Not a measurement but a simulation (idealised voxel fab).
Name of the process module below: voxel transistor to metal
We display cut, a cross-section 145 nm in width whose square cells are each 5 nm.
Cross-sections here: square-cell grids, written as top-down lists of bands, a band being one or more rows of cells.
Top height, bottom height, nm. Materials left to right, width each, nm. Single material + "everywhere" = fills band edge to edge. "empty" = empty.
Convention: height 0 is the level below which the wafer, as received, is all one material. The lowest band does not terminate at the bottom but continues downward, represented as "0 and below".
When a width is written as two numbers, as in "30 to 40", the first number is the width in the top row of cells of the band and the second is the width in its bottom row, and the width changes by the same amount from each row to the next.
Step marked "stayed the same"? Then no cell in the cross-section changed in it.
Entry "Catalogued sealed voids" = empty spaces >= 8 cells with no open way to the top; each as width x height at distance, distance from left edge, all nm.
Whatever follows a step's settings on its line is a remark the simulator itself makes about that step.
"overlay nm" answers the question of how far to the right of plan the mask lay on a step that has a mask, and when it is negative the answer is to the left.

### Process steps foreseen in the plan
- 1: RECEIVE: material Si
- 2: OXIDIZE: depth nm 5
- 3: CONFORMAL_DEP: material SiN, thk nm 10
- 4: PATTERN: tone cover, mask id ACTIVE, material resist, width nm 85, thk nm 15, overlay nm 0
- 5: DIRECTIONAL_ETCH: etch materials SiN, depth nm 10
- 6: DIRECTIONAL_ETCH: etch materials SiO2, depth nm 5
- 7: DIRECTIONAL_ETCH: etch materials Si, depth nm 25
- 8: STRIP: etch materials resist
- 9: FILL_DEP: material SiO2, thk nm 5
- 10: CMP: height nm 10
- 11: SELECTIVE_ETCH: etch materials SiO2, depth nm 5
- 12: STRIP: etch materials SiN
- 13: SELECTIVE_ETCH: etch materials SiO2, depth nm 5
- 14: OXIDIZE: depth nm 5
- 15: DIRECTIONAL_DEP: material polySi, thk nm 25
- 16: DIRECTIONAL_DEP: material SiCN, thk nm 15
- 17: MASKED_ETCH: tone cover, mask id GATE, width nm 15, etch materials SiCN, depth nm 25, overlay nm 0
- 18: MASKED_ETCH: tone cover, mask id GATE, width nm 15, etch materials polySi, depth nm 35, overlay nm 0
- 19: CONFORMAL_DEP: material SiO2, thk nm 5
- 20: DIRECTIONAL_ETCH: etch materials SiO2, depth nm 5
- 21: CONFORMAL_DEP: material SiN, thk nm 10
- 22: DIRECTIONAL_ETCH: etch materials SiN, depth nm 10
- 23: DIRECTIONAL_ETCH: etch materials SiO2, depth nm 5
- 24: DIRECTIONAL_ETCH: etch materials Si, depth nm 5
- 25: EPI: material SiGe, thk nm 5
- 26: FILL_DEP: material SiO2, thk nm 10
- 27: CMP: height nm 35
- 28: DIRECTIONAL_DEP: material SiO2, thk nm 15
- 29: PATTERN: tone open, mask id CONTACT, material resist, width nm 25, pitch nm 50, thk nm 15, overlay nm 0
- 30: DIRECTIONAL_ETCH: etch materials SiO2, depth nm 55
- 31: STRIP: etch materials resist
- 32: CONFORMAL_DEP: material TiN, thk nm 5
- 33: FILL_DEP: material W, thk nm 5
- 34: CMP: height nm 50
- 35: DIRECTIONAL_DEP: material TiN, thk nm 5
- 36: DIRECTIONAL_DEP: material W, thk nm 25
- 37: MASKED_ETCH: tone cover, mask id METAL_1, width nm 15, pitch nm 60, etch materials W, depth nm 25, overlay nm 0
- 38: MASKED_ETCH: tone cover, mask id METAL_1, width nm 15, pitch nm 60, etch materials TiN, depth nm 5, overlay nm 0
- 39: CONFORMAL_DEP: material SiCN, thk nm 5
- 40: FILL_DEP: material SiO2, thk nm 10
- 41: CMP: height nm 80
- 42: CONFORMAL_DEP: material SiCN, thk nm 5

### What follows covers the first of two wafers; it ran as planned

### As-received state of the wafer in cross-section, equivalent to post-step 1
0 and below = Si everywhere
Catalogued sealed voids: none

### Wafer after step 2 (cross-section)
0 down to -5 = SiO2 everywhere
Below -5 it's all the same as before, nothing changed down there.

### Wafer after step 3 (cross-section)
10 down to 0 = SiN everywhere
Below 0 it's all the same as before, nothing changed down there.

### Wafer after step 4 (cross-section)
25 down to 10 = empty (30) / resist (85) / empty (30)
Below 10 it's all the same as before, nothing changed down there.

### Wafer after step 5 (cross-section)
25 down to 10 = empty (30) / resist (85) / empty (30)
10 down to 0 = empty (30) / SiN (85) / empty (30)
Below 0 it's all the same as before, nothing changed down there.

### Wafer after step 6 (cross-section)
25 down to 10 = empty (30) / resist (85) / empty (30)
10 down to 0 = empty (30) / SiN (85) / empty (30)
0 down to -5 = empty (30) / SiO2 (85) / empty (30)
Below -5 it's all the same as before, nothing changed down there.

### Wafer after step 7 (cross-section)
25 down to 10 = empty (30) / resist (85) / empty (30)
10 down to 0 = empty (30) / SiN (85) / empty (30)
0 down to -5 = empty (30) / SiO2 (85) / empty (30)
-5 down to -30 = empty (30) / Si (85) / empty (30)
Below -30 it's all the same as before, nothing changed down there.

### Wafer after step 8 (cross-section)
10 down to 0 = empty (30) / SiN (85) / empty (30)
Below 0 it's all the same as before, nothing changed down there.

### Wafer after step 9 (cross-section)
15 down to 10 = SiO2 everywhere
10 down to 0 = SiO2 (30) / SiN (85) / SiO2 (30)
0 down to -5 = SiO2 everywhere
-5 down to -30 = SiO2 (30) / Si (85) / SiO2 (30)
Below -30 it's all the same as before, nothing changed down there.

### Wafer after step 10 (cross-section)
10 down to 0 = SiO2 (30) / SiN (85) / SiO2 (30)
Below 0 it's all the same as before, nothing changed down there.

### Wafer after step 11 (cross-section)
10 down to 5 = empty (30) / SiN (85) / empty (30)
Below 5 it's all the same as before, nothing changed down there.

### Wafer after step 12 (cross-section)
5 down to 0 = SiO2 (30) / empty (85) / SiO2 (30)
Below 0 it's all the same as before, nothing changed down there.

### Wafer after step 13 (cross-section)
0 down to -5 = SiO2 (25) / empty (95) / SiO2 (25)
Below -5 it's all the same as before, nothing changed down there.

### Wafer after step 14 (cross-section)
0 down to -5 = SiO2 (25) / empty (95) / SiO2 (25)
-5 down to -10 = SiO2 everywhere
Below -10 it's all the same as before, nothing changed down there.

### Wafer after step 15 (cross-section)
25 down to 20 = polySi (25) / empty (95) / polySi (25)
20 down to 0 = polySi everywhere
0 down to -5 = SiO2 (25) / polySi (95) / SiO2 (25)
Below -5 it's all the same as before, nothing changed down there.

### Wafer after step 16 (cross-section)
40 down to 35 = SiCN (25) / empty (95) / SiCN (25)
35 down to 25 = SiCN everywhere
25 down to 20 = polySi (25) / SiCN (95) / polySi (25)
Below 20 it's all the same as before, nothing changed down there.

### Wafer after step 17 (cross-section)
35 down to 25 = empty (65) / SiCN (15) / empty (65)
25 down to 20 = polySi (25) / empty (40) / SiCN (15) / empty (40) / polySi (25)
Below 20 it's all the same as before, nothing changed down there.

### Wafer after step 18 (cross-section)
35 down to 20 = empty (65) / SiCN (15) / empty (65)
20 down to 0 = empty (65) / polySi (15) / empty (65)
0 down to -5 = SiO2 (25) / empty (40) / polySi (15) / empty (40) / SiO2 (25)
Below -5 it's all the same as before, nothing changed down there.

### Wafer after step 19 (cross-section)
40 down to 35 = empty (60) / SiO2 (25) / empty (60)
35 down to 20 = empty (60) / SiO2 (5) / SiCN (15) / SiO2 (5) / empty (60)
20 down to 5 = empty (60) / SiO2 (5) / polySi (15) / SiO2 (5) / empty (60)
5 down to 0 = SiO2 (30) / empty (30) / SiO2 (5) / polySi (15) / SiO2 (5) / empty (30) / SiO2 (30)
0 down to -5 = SiO2 (65) / polySi (15) / SiO2 (65)
Below -5 it's all the same as before, nothing changed down there.

### Wafer after step 20 (cross-section)
35 down to 20 = empty (60) / SiO2 (5) / SiCN (15) / SiO2 (5) / empty (60)
20 down to 0 = empty (60) / SiO2 (5) / polySi (15) / SiO2 (5) / empty (60)
0 down to -5 = SiO2 (30) / empty (30) / SiO2 (5) / polySi (15) / SiO2 (5) / empty (30) / SiO2 (30)
Below -5 it's all the same as before, nothing changed down there.

### Wafer after step 21 (cross-section)
45 down to 35 = empty (50) / SiN (45) / empty (50)
35 down to 20 = empty (50) / SiN (10) / SiO2 (5) / SiCN (15) / SiO2 (5) / SiN (10) / empty (50)
20 down to 10 = empty (50) / SiN (10) / SiO2 (5) / polySi (15) / SiO2 (5) / SiN (10) / empty (50)
10 down to 5 = SiN (40) / empty (10) / SiN (10) / SiO2 (5) / polySi (15) / SiO2 (5) / SiN (10) / empty (10) / SiN (40)
5 down to 0 = SiN (60) / SiO2 (5) / polySi (15) / SiO2 (5) / SiN (60)
0 down to -5 = SiO2 (30) / SiN (30) / SiO2 (5) / polySi (15) / SiO2 (5) / SiN (30) / SiO2 (30)
Below -5 it's all the same as before, nothing changed down there.

### Wafer after step 22 (cross-section)
35 down to 20 = empty (50) / SiN (10) / SiO2 (5) / SiCN (15) / SiO2 (5) / SiN (10) / empty (50)
20 down to 0 = empty (50) / SiN (10) / SiO2 (5) / polySi (15) / SiO2 (5) / SiN (10) / empty (50)
0 down to -5 = SiO2 (30) / SiN (10) / empty (10) / SiN (10) / SiO2 (5) / polySi (15) / SiO2 (5) / SiN (10) / empty (10) / SiN (10) / SiO2 (30)
Below -5 it's all the same as before, nothing changed down there.

### Wafer after step 23 (cross-section)
35 down to 30 = empty (50) / SiN (10) / empty (5) / SiCN (15) / empty (5) / SiN (10) / empty (50)
30 down to 20 = empty (50) / SiN (10) / SiO2 (5) / SiCN (15) / SiO2 (5) / SiN (10) / empty (50)
20 down to 0 = empty (50) / SiN (10) / SiO2 (5) / polySi (15) / SiO2 (5) / SiN (10) / empty (50)
0 down to -5 = empty (30) / SiN (10) / empty (10) / SiN (10) / SiO2 (5) / polySi (15) / SiO2 (5) / SiN (10) / empty (10) / SiN (10) / empty (30)
-5 down to -10 = SiO2 (40) / empty (10) / SiO2 (45) / empty (10) / SiO2 (40)
Below -10 it's all the same as before, nothing changed down there.

### Wafer after step 24 (cross-section)
35 down to 30 = empty (50) / SiN (10) / empty (5) / SiCN (15) / empty (5) / SiN (10) / empty (50)
30 down to 20 = empty (50) / SiN (10) / SiO2 (5) / SiCN (15) / SiO2 (5) / SiN (10) / empty (50)
20 down to 0 = empty (50) / SiN (10) / SiO2 (5) / polySi (15) / SiO2 (5) / SiN (10) / empty (50)
0 down to -5 = empty (30) / SiN (10) / empty (10) / SiN (10) / SiO2 (5) / polySi (15) / SiO2 (5) / SiN (10) / empty (10) / SiN (10) / empty (30)
-5 down to -10 = SiO2 (40) / empty (10) / SiO2 (45) / empty (10) / SiO2 (40)
-10 down to -15 = SiO2 (30) / Si (10) / empty (10) / Si (45) / empty (10) / Si (10) / SiO2 (30)
Below -15 it's all the same as before, nothing changed down there.

### Wafer after step 25 (cross-section)
35 down to 30 = empty (50) / SiN (10) / empty (5) / SiCN (15) / empty (5) / SiN (10) / empty (50)
30 down to 20 = empty (50) / SiN (10) / SiO2 (5) / SiCN (15) / SiO2 (5) / SiN (10) / empty (50)
20 down to 0 = empty (50) / SiN (10) / SiO2 (5) / polySi (15) / SiO2 (5) / SiN (10) / empty (50)
0 down to -5 = empty (30) / SiN (10) / empty (10) / SiN (10) / SiO2 (5) / polySi (15) / SiO2 (5) / SiN (10) / empty (10) / SiN (10) / empty (30)
-5 down to -10 = SiO2 (40) / SiGe (10) / SiO2 (45) / SiGe (10) / SiO2 (40)
-10 down to -15 = SiO2 (30) / Si (10) / SiGe (10) / Si (45) / SiGe (10) / Si (10) / SiO2 (30)
Below -15 it's all the same as before, nothing changed down there.

### Wafer after step 26 (cross-section)
45 down to 35 = SiO2 everywhere
35 down to 20 = SiO2 (50) / SiN (10) / SiO2 (5) / SiCN (15) / SiO2 (5) / SiN (10) / SiO2 (50)
20 down to 0 = SiO2 (50) / SiN (10) / SiO2 (5) / polySi (15) / SiO2 (5) / SiN (10) / SiO2 (50)
0 down to -5 = SiO2 (30) / SiN (10) / SiO2 (10) / SiN (10) / SiO2 (5) / polySi (15) / SiO2 (5) / SiN (10) / SiO2 (10) / SiN (10) / SiO2 (30)
Below -5 it's all the same as before, nothing changed down there.

### Wafer after step 27 (cross-section)
35 down to 20 = SiO2 (50) / SiN (10) / SiO2 (5) / SiCN (15) / SiO2 (5) / SiN (10) / SiO2 (50)
Below 20 it's all the same as before, nothing changed down there.

### Wafer after step 28 (cross-section)
50 down to 35 = SiO2 everywhere
Below 35 it's all the same as before, nothing changed down there.

### Wafer after step 29 (cross-section)
65 down to 50 = resist (35) / empty (25) / resist (25) / empty (25) / resist (35)
Below 50 it's all the same as before, nothing changed down there.

### Wafer after step 30 (cross-section)
65 down to 50 = resist (35) / empty (25) / resist (25) / empty (25) / resist (35)
50 down to 35 = SiO2 (35) / empty (25) / SiO2 (25) / empty (25) / SiO2 (35)
35 down to 20 = SiO2 (35) / empty (15) / SiN (10) / SiO2 (5) / SiCN (15) / SiO2 (5) / SiN (10) / empty (15) / SiO2 (35)
20 down to 0 = SiO2 (35) / empty (15) / SiN (10) / SiO2 (5) / polySi (15) / SiO2 (5) / SiN (10) / empty (15) / SiO2 (35)
0 down to -5 = SiO2 (30) / SiN (10) / empty (10) / SiN (10) / SiO2 (5) / polySi (15) / SiO2 (5) / SiN (10) / empty (10) / SiN (10) / SiO2 (30)
Below -5 it's all the same as before, nothing changed down there.

### Wafer after step 31 (cross-section)
50 down to 35 = SiO2 (35) / empty (25) / SiO2 (25) / empty (25) / SiO2 (35)
Below 35 it's all the same as before, nothing changed down there.

### Wafer after step 32 (cross-section)
55 down to 50 = TiN (40) / empty (15) / TiN (35) / empty (15) / TiN (40)
50 down to 40 = SiO2 (35) / TiN (5) / empty (15) / TiN (5) / SiO2 (25) / TiN (5) / empty (15) / TiN (5) / SiO2 (35)
40 down to 35 = SiO2 (35) / TiN (5) / empty (5) / TiN (15) / SiO2 (25) / TiN (15) / empty (5) / TiN (5) / SiO2 (35)
35 down to 20 = SiO2 (35) / TiN (5) / empty (5) / TiN (5) / SiN (10) / SiO2 (5) / SiCN (15) / SiO2 (5) / SiN (10) / TiN (5) / empty (5) / TiN (5) / SiO2 (35)
20 down to 5 = SiO2 (35) / TiN (5) / empty (5) / TiN (5) / SiN (10) / SiO2 (5) / polySi (15) / SiO2 (5) / SiN (10) / TiN (5) / empty (5) / TiN (5) / SiO2 (35)
5 down to 0 = SiO2 (35) / TiN (15) / SiN (10) / SiO2 (5) / polySi (15) / SiO2 (5) / SiN (10) / TiN (15) / SiO2 (35)
0 down to -5 = SiO2 (30) / SiN (10) / TiN (10) / SiN (10) / SiO2 (5) / polySi (15) / SiO2 (5) / SiN (10) / TiN (10) / SiN (10) / SiO2 (30)
Below -5 it's all the same as before, nothing changed down there.

### Wafer after step 33 (cross-section)
60 down to 55 = W everywhere
55 down to 50 = TiN (40) / W (15) / TiN (35) / W (15) / TiN (40)
50 down to 40 = SiO2 (35) / TiN (5) / W (15) / TiN (5) / SiO2 (25) / TiN (5) / W (15) / TiN (5) / SiO2 (35)
40 down to 35 = SiO2 (35) / TiN (5) / W (5) / TiN (15) / SiO2 (25) / TiN (15) / W (5) / TiN (5) / SiO2 (35)
35 down to 20 = SiO2 (35) / TiN (5) / W (5) / TiN (5) / SiN (10) / SiO2 (5) / SiCN (15) / SiO2 (5) / SiN (10) / TiN (5) / W (5) / TiN (5) / SiO2 (35)
20 down to 5 = SiO2 (35) / TiN (5) / W (5) / TiN (5) / SiN (10) / SiO2 (5) / polySi (15) / SiO2 (5) / SiN (10) / TiN (5) / W (5) / TiN (5) / SiO2 (35)
Below 5 it's all the same as before, nothing changed down there.

### Wafer after step 34 (cross-section)
50 down to 40 = SiO2 (35) / TiN (5) / W (15) / TiN (5) / SiO2 (25) / TiN (5) / W (15) / TiN (5) / SiO2 (35)
Below 40 it's all the same as before, nothing changed down there.

### Wafer after step 35 (cross-section)
55 down to 50 = TiN everywhere
Below 50 it's all the same as before, nothing changed down there.

### Wafer after step 36 (cross-section)
80 down to 55 = W everywhere
Below 55 it's all the same as before, nothing changed down there.

### Wafer after step 37 (cross-section)
80 down to 55 = empty (35) / W (15) / empty (45) / W (15) / empty (35)
Below 55 it's all the same as before, nothing changed down there.

### Wafer after step 38 (cross-section)
80 down to 55 = empty (35) / W (15) / empty (45) / W (15) / empty (35)
55 down to 50 = empty (35) / TiN (15) / empty (45) / TiN (15) / empty (35)
Below 50 it's all the same as before, nothing changed down there.

### Wafer after step 39 (cross-section)
85 down to 80 = empty (30) / SiCN (25) / empty (35) / SiCN (25) / empty (30)
80 down to 55 = empty (30) / SiCN (5) / W (15) / SiCN (5) / empty (35) / SiCN (5) / W (15) / SiCN (5) / empty (30)
55 down to 50 = SiCN (35) / TiN (15) / SiCN (45) / TiN (15) / SiCN (35)
Below 50 it's all the same as before, nothing changed down there.

### Wafer after step 40 (cross-section)
95 down to 85 = SiO2 everywhere
85 down to 80 = SiO2 (30) / SiCN (25) / SiO2 (35) / SiCN (25) / SiO2 (30)
80 down to 55 = SiO2 (30) / SiCN (5) / W (15) / SiCN (5) / SiO2 (35) / SiCN (5) / W (15) / SiCN (5) / SiO2 (30)
Below 55 it's all the same as before, nothing changed down there.

### Wafer after step 41 (cross-section)
80 down to 55 = SiO2 (30) / SiCN (5) / W (15) / SiCN (5) / SiO2 (35) / SiCN (5) / W (15) / SiCN (5) / SiO2 (30)
Below 55 it's all the same as before, nothing changed down there.

### Wafer after step 42 (cross-section)
85 down to 80 = SiCN everywhere
Below 80 it's all the same as before, nothing changed down there.

### Wafer two. Same start, same plan, one slip in execution. Same as wafer one through step 28, inclusive

### X-section, second wafer, when step 29 was due to finish
65 down to 50 = resist (40) / empty (20) / resist (30) / empty (20) / resist (35)
Below 50 it's all the same as before, nothing changed down there.

### X-section, second wafer, when step 30 was due to finish
65 down to 50 = resist (40) / empty (20) / resist (30) / empty (20) / resist (35)
50 down to 35 = SiO2 (40) / empty (20) / SiO2 (30) / empty (20) / SiO2 (35)
35 down to 20 = SiO2 (40) / empty (10) / SiN (10) / SiO2 (5) / SiCN (15) / SiO2 (5) / SiN (10) / empty (15) / SiO2 (35)
20 down to 0 = SiO2 (40) / empty (10) / SiN (10) / SiO2 (5) / polySi (15) / SiO2 (5) / SiN (10) / empty (15) / SiO2 (35)
0 down to -5 = SiO2 (30) / SiN (10) / empty (10) / SiN (10) / SiO2 (5) / polySi (15) / SiO2 (5) / SiN (10) / empty (10) / SiN (10) / SiO2 (30)
Below -5 it's all the same as before, nothing changed down there.

### X-section, second wafer, when step 31 was due to finish
50 down to 35 = SiO2 (40) / empty (20) / SiO2 (30) / empty (20) / SiO2 (35)
Below 35 it's all the same as before, nothing changed down there.

### X-section, second wafer, when step 32 was due to finish
55 down to 50 = TiN (45) / empty (10) / TiN (40) / empty (10) / TiN (40)
50 down to 40 = SiO2 (40) / TiN (5) / empty (10) / TiN (5) / SiO2 (30) / TiN (5) / empty (10) / TiN (5) / SiO2 (35)
40 down to 35 = SiO2 (40) / TiN (20) / SiO2 (30) / TiN (10) / empty (5) / TiN (5) / SiO2 (35)
35 down to 20 = SiO2 (40) / TiN (10) / SiN (10) / SiO2 (5) / SiCN (15) / SiO2 (5) / SiN (10) / TiN (5) / empty (5) / TiN (5) / SiO2 (35)
20 down to 5 = SiO2 (40) / TiN (10) / SiN (10) / SiO2 (5) / polySi (15) / SiO2 (5) / SiN (10) / TiN (5) / empty (5) / TiN (5) / SiO2 (35)
5 down to 0 = SiO2 (40) / TiN (10) / SiN (10) / SiO2 (5) / polySi (15) / SiO2 (5) / SiN (10) / TiN (15) / SiO2 (35)
0 down to -5 = SiO2 (30) / SiN (10) / TiN (10) / SiN (10) / SiO2 (5) / polySi (15) / SiO2 (5) / SiN (10) / TiN (10) / SiN (10) / SiO2 (30)
Below -5 it's all the same as before, nothing changed down there.

### X-section, second wafer, when step 33 was due to finish
60 down to 55 = W everywhere
55 down to 50 = TiN (45) / W (10) / TiN (40) / W (10) / TiN (40)
50 down to 40 = SiO2 (40) / TiN (5) / W (10) / TiN (5) / SiO2 (30) / TiN (5) / W (10) / TiN (5) / SiO2 (35)
40 down to 35 = SiO2 (40) / TiN (20) / SiO2 (30) / TiN (10) / W (5) / TiN (5) / SiO2 (35)
35 down to 20 = SiO2 (40) / TiN (10) / SiN (10) / SiO2 (5) / SiCN (15) / SiO2 (5) / SiN (10) / TiN (5) / W (5) / TiN (5) / SiO2 (35)
20 down to 5 = SiO2 (40) / TiN (10) / SiN (10) / SiO2 (5) / polySi (15) / SiO2 (5) / SiN (10) / TiN (5) / W (5) / TiN (5) / SiO2 (35)
Below 5 it's all the same as before, nothing changed down there.

### X-section, second wafer, when step 34 was due to finish
50 down to 40 = SiO2 (40) / TiN (5) / W (10) / TiN (5) / SiO2 (30) / TiN (5) / W (10) / TiN (5) / SiO2 (35)
Below 40 it's all the same as before, nothing changed down there.

### X-section, second wafer, when step 35 was due to finish
55 down to 50 = TiN everywhere
Below 50 it's all the same as before, nothing changed down there.

### X-section, second wafer, when step 36 was due to finish
80 down to 55 = W everywhere
Below 55 it's all the same as before, nothing changed down there.

### X-section, second wafer, when step 37 was due to finish
80 down to 55 = empty (35) / W (15) / empty (45) / W (15) / empty (35)
Below 55 it's all the same as before, nothing changed down there.

### X-section, second wafer, when step 38 was due to finish
80 down to 55 = empty (35) / W (15) / empty (45) / W (15) / empty (35)
55 down to 50 = empty (35) / TiN (15) / empty (45) / TiN (15) / empty (35)
Below 50 it's all the same as before, nothing changed down there.

### X-section, second wafer, when step 39 was due to finish
85 down to 80 = empty (30) / SiCN (25) / empty (35) / SiCN (25) / empty (30)
80 down to 55 = empty (30) / SiCN (5) / W (15) / SiCN (5) / empty (35) / SiCN (5) / W (15) / SiCN (5) / empty (30)
55 down to 50 = SiCN (35) / TiN (15) / SiCN (45) / TiN (15) / SiCN (35)
Below 50 it's all the same as before, nothing changed down there.

### X-section, second wafer, when step 40 was due to finish
95 down to 85 = SiO2 everywhere
85 down to 80 = SiO2 (30) / SiCN (25) / SiO2 (35) / SiCN (25) / SiO2 (30)
80 down to 55 = SiO2 (30) / SiCN (5) / W (15) / SiCN (5) / SiO2 (35) / SiCN (5) / W (15) / SiCN (5) / SiO2 (30)
Below 55 it's all the same as before, nothing changed down there.

### X-section, second wafer, when step 41 was due to finish
80 down to 55 = SiO2 (30) / SiCN (5) / W (15) / SiCN (5) / SiO2 (35) / SiCN (5) / W (15) / SiCN (5) / SiO2 (30)
Below 55 it's all the same as before, nothing changed down there.

### X-section, second wafer, when step 42 was due to finish
85 down to 80 = SiCN everywhere
Below 80 it's all the same as before, nothing changed down there.
Deviation noted in wafer processing: for step 29, the planned setting was not used; the step was instead run as PATTERN: tone open, mask id CONTACT, material resist, width nm 20, pitch nm 50, thk nm 15, overlay nm 0
Cell-count delta at end, second wafer over first, by material: SiO2: 13 more, TiN: 2 fewer, W: 11 fewer
